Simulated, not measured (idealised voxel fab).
Documented hereafter: the process module known as voxel ribs on slabs.
Shown is cross-section cut, with a width of 260 nm and square cells of size 5 nm.
Cross-section layout: square cells on a grid; listed as bands, top to bottom; a band spans one or more cell rows.
Look at the band entry: it leads with the top's height and the bottom's height in nm. Then it lists the materials left to right, with a width in nm for each. The word "edge to edge" on a single material says that material fills the band edge to edge. The word "air" is empty space.
Convention: height 0 is the level below which the wafer, as received, is all one material. The lowest band does not terminate at the bottom but continues downward, represented as "z 0 and below".
Per-row width for "30 to 40": begins at first number (top row of band), ends at second number (bottom row), increment between rows held constant.
For the purposes of this document, the phrase "nothing was modified" attached to a step denotes that no cell within the cross-section was modified by that step.
Sealed cavities: empty space of 8 cells or more with no open way to the top, each as width x height at its distance from the left edge, in nm
Where a step's line continues beyond its settings, the continuation is a remark by the simulator itself on that step.
The optional step-line setting "overlay nm" applies to steps with a mask and quantifies how far to the right of its planned location the mask lay, a negative value indicating leftward placement.
# The following list gives the planned process steps
1,RECEIVE, material Si
2,DIRECTIONAL_DEP, material SiO2, thk nm 20
3,DIRECTIONAL_DEP, material polySi, thk nm 25
4,MASKED_ETCH, tone cover, mask id RIB, width nm 15, etch materials polySi, depth nm 20, overlay nm 0
5,PATTERN, tone cover, mask id SLAB, material resist, width nm 75, thk nm 20, overlay nm 0
6,DIRECTIONAL_ETCH, etch materials polySi, depth nm 5
7,STRIP, etch materials resist
8,FILL_DEP, material SiO2, thk nm 25
9,CMP, height nm 65
10,DIRECTIONAL_DEP, material W, thk nm 5
11,MASKED_ETCH, tone cover, mask id HEATER, width nm 25, etch materials W, depth nm 5, overlay nm 0
12,CONFORMAL_DEP, material SiN, thk nm 5
# As received (post step 1): cross-section
- z 0 and below = Si edge to edge
- Sealed cavities: none
# First of two wafers: cross-section at end of module, run per plan
- z 75 to 70 = air 110 nm, then SiN 35 nm, then air 115 nm
- z 70 to 65 = SiN 115 nm, then W 25 nm, then SiN 120 nm
- z 65 to 45 = SiO2 edge to edge
- z 45 to 25 = SiO2 120 nm, then polySi 15 nm, then SiO2 125 nm
- z 25 to 20 = SiO2 90 nm, then polySi 75 nm, then SiO2 95 nm
- z 20 to 0 = SiO2 edge to edge
- z 0 and below = Si edge to edge
- Sealed cavities: none
# End-of-module cross-section of the second wafer: identical starting point and process plan to the first, with one processing mistake
- z 75 to 70 = air 110 nm, then SiN 35 nm, then air 115 nm
- z 70 to 65 = SiN 115 nm, then W 25 nm, then SiN 120 nm
- z 65 to 50 = SiO2 120 nm, then polySi 15 nm, then SiO2 125 nm
- z 50 to 45 = SiO2 90 nm, then polySi 75 nm, then SiO2 95 nm
- z 45 to 20 = polySi edge to edge
- z 20 to 0 = SiO2 edge to edge
- z 0 and below = Si edge to edge
- Sealed cavities: none
Run error: plan step 3 was twice executed
Counted in cells at the end, the second wafer holds more or fewer of these materials than the first: 257 fewer of SiO2; 257 more of polySi
